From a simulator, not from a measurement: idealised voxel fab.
process module | voxel self aligned contacts
cross-section cut | 230 nm wide | cells 5 nm
A cross-section is a grid of square cells, given in bands from the top down. A band is one or more rows of cells.
Each band's line starts with the height of the band's top and of its bottom, in nm. Then come its materials from left to right, each with its width in nm. One material with "throughout" fills the band from edge to edge. "air" is empty space.
Height 0 is the level under which the wafer as received is all one material. The lowest band goes on downwards, as in "0 down".
A width such as "30 to 40" changes by the same amount from each row of cells to the next, from the band's top row to its bottom row.
"no change" after a step means that no cell of the cross-section changed.
closed voids: empty space of 8 cells or more with no open way to the top, each as width x height at its distance from the left edge, in nm
after a step's settings: what the simulator itself notes on the step
overlay nm, on a step with a mask: how far to the right of its planned place the mask lay; to the left if negative
plan
1 op RECEIVE | material Si
2 op OXIDIZE | depth nm 5
3 op DIRECTIONAL_DEP | material polySi | thk nm 30
4 op DIRECTIONAL_DEP | material SiN | thk nm 20
5 op DIRECTIONAL_DEP | material aC | thk nm 10
6 op PATTERN | tone cover | mask id GATE | material resist | width nm 30 | pitch nm 60 | thk nm 25 | overlay nm 0
7 op DIRECTIONAL_ETCH | etch materials aC | depth nm 10
8 op STRIP | etch materials resist
9 op DIRECTIONAL_ETCH | etch materials SiN | depth nm 20
10 op DIRECTIONAL_ETCH | etch materials polySi | depth nm 30
11 op STRIP | etch materials aC
12 op CONFORMAL_DEP | material SiN | thk nm 5
13 op DIRECTIONAL_ETCH | etch materials SiN | depth nm 5
14 op FILL_DEP | material SiO2 | thk nm 15
15 op CMP | height nm 60
16 op MASKED_ETCH | tone open | mask id CONTACT | width nm 40 | pitch nm 60 | etch materials SiO2 | depth nm 65 | overlay nm 0
17 op CONFORMAL_DEP | material TiN | thk nm 5
18 op FILL_DEP | material W | thk nm 10
19 op CMP | height nm 60
20 op CONFORMAL_DEP | material SiN | thk nm 5
as received, after step 1
  0 down: Si throughout
  closed voids: none
a wafer at the end: this start, this plan, one mistake
  65 to 60: SiN throughout
  60 to 50: SiO2 65 | TiN 5 | W 30 | TiN 5 | SiO2 20 | TiN 5 | W 30 | TiN 5 | SiO2 65
  50 to 45: SiO2 65 | TiN 10 | W 20 | TiN 10 | SiO2 20 | TiN 10 | W 20 | TiN 10 | SiO2 65
  45 to 30: SiO2 40 | SiN 30 | TiN 5 | W 20 | TiN 5 | SiN 30 | TiN 5 | W 20 | TiN 5 | SiN 30 | SiO2 40
  30 to 0: SiO2 40 | polySi 30 | TiN 5 | W 20 | TiN 5 | polySi 30 | TiN 5 | W 20 | TiN 5 | polySi 30 | SiO2 40
  0 to -5: SiO2 70 | TiN 30 | SiO2 30 | TiN 30 | SiO2 70
  -5 down: Si throughout
  closed voids: none
what went wrong: step 12 was left out
